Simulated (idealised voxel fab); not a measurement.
process module | voxel tone inversion
cross-section cut | 190 nm wide | cells 5 nm
A cross-section is a grid of square cells, given in bands from the top down. A band is one or more rows of cells.
Each band's line starts with the height of the band's top and of its bottom, in nm. Then come its materials from left to right, each with its width in nm. One material with "throughout" fills the band from edge to edge. "air" is empty space.
Height 0 is the level under which the wafer as received is all one material. The lowest band goes on downwards, as in "0 down".
A width such as "30 to 40" changes by the same amount from each row of cells to the next, from the band's top row to its bottom row.
"no change" after a step means that no cell of the cross-section changed.
closed voids: empty space of 8 cells or more with no open way to the top, each as width x height at its distance from the left edge, in nm
after a step's settings: what the simulator itself notes on the step
overlay nm, on a step with a mask: how far to the right of its planned place the mask lay; to the left if negative
plan
1 op RECEIVE | material Si
2 op CONFORMAL_DEP | material SiN | thk nm 5
3 op DIRECTIONAL_DEP | material polySi | thk nm 15
4 op PATTERN | tone cover | mask id POSTS | material resist | width nm 15 | pitch nm 45 | thk nm 25 | overlay nm 0
5 op DIRECTIONAL_ETCH | etch materials polySi | depth nm 15
6 op STRIP | etch materials resist
7 op FILL_DEP | material SiO2 | thk nm 5
8 op CMP | height nm 20
9 op STRIP | etch materials polySi
as received, after step 1
  0 down: Si throughout
  closed voids: none
first wafer at the end, as planned
  20 to 5: SiO2 40 | air 15 | SiO2 30 | air 15 | SiO2 30 | air 15 | SiO2 45
  5 to 0: SiN throughout
  0 down: Si throughout
  closed voids: none
second wafer at the end: like start, like plan, one mistake
  20 to 15: SiO2 throughout
  15 to 0: SiO2 40 | polySi 15 | SiO2 30 | polySi 15 | SiO2 30 | polySi 15 | SiO2 45
  0 down: Si throughout
  closed voids: none
what went wrong: step 2 was left out
at the end the second wafer has, in cells: 38 fewer of SiN | 38 more of SiO2 | 27 more of polySi
